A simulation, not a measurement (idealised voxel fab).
The document below concerns the process module designated voxel ribs on slabs.
For reference, the cross-section in this document is cut, with width 220 nm and square cells of 5 nm.
The cross-sections in this document take the form of a grid made of square cells. They are written out as bands, in order from top to bottom. Each band consists of one or more rows of cells. What a band's entry tells you: where the top is and where the bottom is, as heights in nm, and after that what lies inside, material by material from left to right, each with its width in nm. Empty space is written as the word "empty", and a single material marked with the word "edge to edge" occupies the band from edge to edge. Basically, 0 is our baseline, since under it the wafer straight out of the box is all one material. The bottom band has no lower end and keeps on going down, so it looks like "top 0, no bottom". The two numbers in a width such as "30 to 40" mark its ends across the band: the first belongs to the top row of cells, the second to the bottom row, and from each row to the next the width moves by the same amount. Where a step carries "changes: none", the cross-section came out of it unchanged, cell for cell. In the "Voids, enclosed" entry, you get each enclosed empty space of 8 cells or more, one with no open way to the top, written width x height at distance, distance from the left edge, in nm. On each step's line, the part that comes after the settings is the simulator's own comment on the step. overlay nm: where the mask lay relative to plan, measured to the right, on steps with a mask; negatives go left.
**So here's the lineup of process steps we planned**
| 1 | op RECEIVE | material Si |
| 2 | op DIRECTIONAL_DEP | material SiO2 | thk nm 30 |
| 3 | op DIRECTIONAL_DEP | material SiN | thk nm 15 |
| 4 | op MASKED_ETCH | tone cover | mask id RIB | width nm 15 | etch materials SiN | depth nm 10 | overlay nm 0 |
| 5 | op PATTERN | tone cover | mask id SLAB | material resist | width nm 55 | thk nm 20 | overlay nm 0 |
| 6 | op DIRECTIONAL_ETCH | etch materials SiN | depth nm 5 |
| 7 | op STRIP | etch materials resist |
| 8 | op FILL_DEP | material SiO2 | thk nm 25 |
| 9 | op CMP | height nm 60 |
| 10 | op DIRECTIONAL_DEP | material TiN | thk nm 5 |
| 11 | op DIRECTIONAL_DEP | material aC | thk nm 15 |
| 12 | op PATTERN | tone cover | mask id HEATER | material resist | width nm 25 | thk nm 35 | overlay nm 0 |
| 13 | op DIRECTIONAL_ETCH | etch materials aC | depth nm 15 |
| 14 | op STRIP | etch materials resist |
| 15 | op DIRECTIONAL_ETCH | etch materials TiN | depth nm 5 |
| 16 | op STRIP | etch materials aC |
| 17 | op CONFORMAL_DEP | material SiO2 | thk nm 5 |
**The first of a set of two wafers, run to plan**
**Step 1 complete: cross-section of the wafer as received**
top 0, no bottom: Si edge to edge
Voids, enclosed: none
**after step 2**
top 30, bottom 0: SiO2 edge to edge
Rest of section, below 0: as before.
**after step 3**
top 45, bottom 30: SiN edge to edge
Rest of section, below 30: as before.
**after step 4**
top 45, bottom 35: empty 100, then SiN 15, then empty 105
Rest of section, below 35: as before.
**after step 5**
top 65, bottom 45: empty 80, then resist 55, then empty 85
top 45, bottom 35: empty 80, then resist 20, then SiN 15, then resist 20, then empty 85
Rest of section, below 35: as before.
**after step 6**
top 65, bottom 45: empty 80, then resist 55, then empty 85
top 45, bottom 35: empty 80, then resist 20, then SiN 15, then resist 20, then empty 85
top 35, bottom 30: empty 80, then SiN 55, then empty 85
Rest of section, below 30: as before.
**after step 7**
top 45, bottom 35: empty 100, then SiN 15, then empty 105
Rest of section, below 35: as before.
**after step 8**
top 70, bottom 45: SiO2 edge to edge
top 45, bottom 35: SiO2 100, then SiN 15, then SiO2 105
top 35, bottom 30: SiO2 80, then SiN 55, then SiO2 85
Rest of section, below 30: as before.
**after step 9**
top 60, bottom 45: SiO2 edge to edge
Rest of section, below 45: as before.
**after step 10**
top 65, bottom 60: TiN edge to edge
Rest of section, below 60: as before.
**after step 11**
top 80, bottom 65: aC edge to edge
Rest of section, below 65: as before.
**after step 12**
top 115, bottom 80: empty 95, then resist 25, then empty 100
Rest of section, below 80: as before.
**after step 13**
top 100, bottom 80: empty 95, then resist 25, then empty 100
top 80, bottom 65: empty 95, then aC 25, then empty 100
Rest of section, below 65: as before.
**after step 14**
top 80, bottom 65: empty 95, then aC 25, then empty 100
Rest of section, below 65: as before.
**after step 15**
top 80, bottom 65: empty 95, then aC 25, then empty 100
top 65, bottom 60: empty 95, then TiN 25, then empty 100
Rest of section, below 60: as before.
**after step 16**
top 65, bottom 60: empty 95, then TiN 25, then empty 100
Rest of section, below 60: as before.
**after step 17**
top 70, bottom 65: empty 90, then SiO2 35, then empty 95
top 65, bottom 60: SiO2 95, then TiN 25, then SiO2 100
Rest of section, below 60: as before.
**For the second wafer, take the first wafer's start and plan, then add one mistake made in running it; everything through step 3, that step included, is shared with the first**
**Cross-section of the second wafer at the time by which step 4 should have been completed according to the plan**
top 45, bottom 35: SiN 100, then empty 15, then SiN 105
Rest of section, below 35: as before.
**Cross-section of the second wafer at the time by which step 5 should have been completed according to the plan**
top 65, bottom 45: empty 80, then resist 55, then empty 85
top 45, bottom 35: SiN 100, then resist 15, then SiN 105
Rest of section, below 35: as before.
**Cross-section of the second wafer at the time by which step 6 should have been completed according to the plan**
top 65, bottom 45: empty 80, then resist 55, then empty 85
top 45, bottom 40: empty 80, then SiN 20, then resist 15, then SiN 20, then empty 85
Rest of section, below 40: as before.
**Cross-section of the second wafer at the time by which step 7 should have been completed according to the plan**
top 45, bottom 40: empty 80, then SiN 20, then empty 15, then SiN 20, then empty 85
top 40, bottom 35: SiN 100, then empty 15, then SiN 105
Rest of section, below 35: as before.
**Cross-section of the second wafer at the time by which step 8 should have been completed according to the plan**
top 70, bottom 45: SiO2 edge to edge
top 45, bottom 40: SiO2 80, then SiN 20, then SiO2 15, then SiN 20, then SiO2 85
top 40, bottom 35: SiN 100, then SiO2 15, then SiN 105
Rest of section, below 35: as before.
**Cross-section of the second wafer at the time by which step 9 should have been completed according to the plan**
top 60, bottom 45: SiO2 edge to edge
Rest of section, below 45: as before.
**Cross-section of the second wafer at the time by which step 10 should have been completed according to the plan**
top 65, bottom 60: TiN edge to edge
Rest of section, below 60: as before.
**Cross-section of the second wafer at the time by which step 11 should have been completed according to the plan**
top 80, bottom 65: aC edge to edge
Rest of section, below 65: as before.
**Cross-section of the second wafer at the time by which step 12 should have been completed according to the plan**
top 115, bottom 80: empty 95, then resist 25, then empty 100
Rest of section, below 80: as before.
**Cross-section of the second wafer at the time by which step 13 should have been completed according to the plan**
top 100, bottom 80: empty 95, then resist 25, then empty 100
top 80, bottom 65: empty 95, then aC 25, then empty 100
Rest of section, below 65: as before.
**Cross-section of the second wafer at the time by which step 14 should have been completed according to the plan**
top 80, bottom 65: empty 95, then aC 25, then empty 100
Rest of section, below 65: as before.
**Cross-section of the second wafer at the time by which step 15 should have been completed according to the plan**
top 80, bottom 65: empty 95, then aC 25, then empty 100
top 65, bottom 60: empty 95, then TiN 25, then empty 100
Rest of section, below 60: as before.
**Cross-section of the second wafer at the time by which step 16 should have been completed according to the plan**
top 65, bottom 60: empty 95, then TiN 25, then empty 100
Rest of section, below 60: as before.
**Cross-section of the second wafer at the time by which step 17 should have been completed according to the plan**
top 70, bottom 65: empty 90, then SiO2 35, then empty 95
top 65, bottom 60: SiO2 95, then TiN 25, then SiO2 100
Rest of section, below 60: as before.
Where did the run depart from the plan? step 4 did not happen as planned, as run it was op MASKED_ETCH | tone open | mask id RIB | width nm 15 | etch materials SiN | depth nm 10 | overlay nm 0
In the final state, the cell counts of the second wafer exceed or fall short of those of the first for the following materials: +76 SiN | -76 SiO2
